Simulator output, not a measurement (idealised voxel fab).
process module | voxel gate over fins
cross-section cut | 220 nm wide | cells 5 nm
A cross-section is a grid of square cells, given in bands from the top down. A band is one or more rows of cells.
Each band's line starts with the height of the band's top and of its bottom, in nm. Then come its materials from left to right, each with its width in nm. One material with "throughout" fills the band from edge to edge. "air" is empty space.
Height 0 is the level under which the wafer as received is all one material. The lowest band goes on downwards, as in "0 down".
A width such as "30 to 40" changes by the same amount from each row of cells to the next, from the band's top row to its bottom row.
"no change" after a step means that no cell of the cross-section changed.
closed voids: empty space of 8 cells or more with no open way to the top, each as width x height at its distance from the left edge, in nm
after a step's settings: what the simulator itself notes on the step
overlay nm, on a step with a mask: how far to the right of its planned place the mask lay; to the left if negative
plan
1 op RECEIVE | material Si
2 op CONFORMAL_DEP | material SiN | thk nm 10
3 op DIRECTIONAL_DEP | material aC | thk nm 15
4 op PATTERN | tone cover | mask id FINS | material resist | width nm 15 | pitch nm 45 | thk nm 30 | overlay nm 0
5 op DIRECTIONAL_ETCH | etch materials aC | depth nm 15
6 op STRIP | etch materials resist
7 op DIRECTIONAL_ETCH | etch materials SiN | depth nm 10
8 op DIRECTIONAL_ETCH | etch materials Si | depth nm 30
9 op STRIP | etch materials aC
10 op FILL_DEP | material SiO2 | thk nm 5
11 op CMP | height nm 10
12 op SELECTIVE_ETCH | etch materials SiO2 | depth nm 20
13 op STRIP | etch materials SiN
14 op CONFORMAL_DEP | material HfO2 | thk nm 5
15 op CONFORMAL_DEP | material TiN | thk nm 5
16 op FILL_DEP | material W | thk nm 10
17 op CMP | height nm 15
18 op CONFORMAL_DEP | material SiCN | thk nm 10
as received, after step 1
  0 down: Si throughout
  closed voids: none
first wafer at the end, as planned
  25 to 15: SiCN throughout
  15 to 10: W throughout
  10 to 5: W 45 | TiN 35 | W 10 | TiN 35 | W 10 | TiN 35 | W 50
  5 to 0: W 45 | TiN 5 | HfO2 25 | TiN 5 | W 10 | TiN 5 | HfO2 25 | TiN 5 | W 10 | TiN 5 | HfO2 25 | TiN 5 | W 50
  0 to -5: TiN 50 | HfO2 5 | Si 15 | HfO2 5 | TiN 20 | HfO2 5 | Si 15 | HfO2 5 | TiN 20 | HfO2 5 | Si 15 | HfO2 5 | TiN 55
  -5 to -10: HfO2 55 | Si 15 | HfO2 30 | Si 15 | HfO2 30 | Si 15 | HfO2 60
  -10 to -30: SiO2 55 | Si 15 | SiO2 30 | Si 15 | SiO2 30 | Si 15 | SiO2 60
  -30 down: Si throughout
  closed voids: none
second wafer at the end: like start, like plan, one mistake
  25 to 15: SiCN throughout
  15 to 10: W throughout
  10 to 5: W 45 | TiN 40 | W 5 | TiN 40 | W 5 | TiN 40 | W 45
  5 to 0: W 45 | TiN 5 | HfO2 30 | TiN 5 | W 5 | TiN 5 | HfO2 30 | TiN 5 | W 5 | TiN 5 | HfO2 30 | TiN 5 | W 45
  0 to -5: TiN 50 | HfO2 5 | Si 20 | HfO2 5 | TiN 15 | HfO2 5 | Si 20 | HfO2 5 | TiN 15 | HfO2 5 | Si 20 | HfO2 5 | TiN 50
  -5 to -10: HfO2 55 | Si 20 | HfO2 25 | Si 20 | HfO2 25 | Si 20 | HfO2 55
  -10 to -30: SiO2 55 | Si 20 | SiO2 25 | Si 20 | SiO2 25 | Si 20 | SiO2 55
  -30 down: Si throughout
  closed voids: none
what went wrong: step 4 ran as: op PATTERN | tone cover | mask id FINS | material resist | width nm 20 | pitch nm 45 | thk nm 30 | overlay nm 0
at the end the second wafer has, in cells: 18 more of Si | 12 fewer of SiO2 | 6 fewer of W
